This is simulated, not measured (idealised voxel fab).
process module | voxel ribs on slabs
cross-section cut | 290 nm wide | cells 5 nm
A cross-section is a grid of square cells, given in bands from the top down. A band is one or more rows of cells.
Each band's line starts with the height of the band's top and of its bottom, in nm. Then come its materials from left to right, each with its width in nm. One material with "throughout" fills the band from edge to edge. "air" is empty space.
Height 0 is the level under which the wafer as received is all one material. The lowest band goes on downwards, as in "0 down".
A width such as "30 to 40" changes by the same amount from each row of cells to the next, from the band's top row to its bottom row.
"no change" after a step means that no cell of the cross-section changed.
closed voids: empty space of 8 cells or more with no open way to the top, each as width x height at its distance from the left edge, in nm
after a step's settings: what the simulator itself notes on the step
overlay nm, on a step with a mask: how far to the right of its planned place the mask lay; to the left if negative
plan
1 op RECEIVE | material Si
2 op DIRECTIONAL_DEP | material SiO2 | thk nm 25
3 op DIRECTIONAL_DEP | material SiN | thk nm 20
4 op DIRECTIONAL_DEP | material aC | thk nm 10
5 op PATTERN | tone cover | mask id RIB | material resist | width nm 30 | thk nm 30 | overlay nm 0
6 op DIRECTIONAL_ETCH | etch materials aC | depth nm 10
7 op STRIP | etch materials resist
8 op DIRECTIONAL_ETCH | etch materials SiN | depth nm 5
9 op STRIP | etch materials aC
10 op PATTERN | tone cover | mask id SLAB | material resist | width nm 90 | thk nm 15 | overlay nm 0
11 op DIRECTIONAL_ETCH | etch materials SiN | depth nm 15
12 op STRIP | etch materials resist
13 op FILL_DEP | material SiO2 | thk nm 20
14 op CMP | height nm 60
15 op DIRECTIONAL_DEP | material TiN | thk nm 10
16 op DIRECTIONAL_DEP | material aC | thk nm 10
17 op PATTERN | tone cover | mask id HEATER | material resist | width nm 40 | thk nm 25 | overlay nm 0
18 op DIRECTIONAL_ETCH | etch materials aC | depth nm 10
19 op STRIP | etch materials resist
20 op DIRECTIONAL_ETCH | etch materials TiN | depth nm 10
21 op STRIP | etch materials aC
22 op CONFORMAL_DEP | material SiN | thk nm 5
as received, after step 1
  0 down: Si throughout
  closed voids: none
first wafer at the end, as planned
  75 to 70: air 120 | SiN 50 | air 120
  70 to 65: air 120 | SiN 5 | TiN 40 | SiN 5 | air 120
  65 to 60: SiN 125 | TiN 40 | SiN 125
  60 to 45: SiO2 throughout
  45 to 40: SiO2 130 | SiN 30 | SiO2 130
  40 to 25: SiO2 100 | SiN 90 | SiO2 100
  25 to 0: SiO2 throughout
  0 down: Si throughout
  closed voids: none
second wafer at the end: like start, like plan, one mistake
  75 to 70: air 120 | SiN 50 | air 120
  70 to 65: air 120 | SiN 5 | TiN 40 | SiN 5 | air 120
  65 to 60: SiN 125 | TiN 40 | SiN 125
  60 to 45: SiO2 100 | SiN 90 | SiO2 100
  45 to 25: SiN throughout
  25 to 0: SiO2 throughout
  0 down: Si throughout
  closed voids: none
what went wrong: step 3 was run twice
at the end the second wafer has, in cells: 226 more of SiN | 226 fewer of SiO2
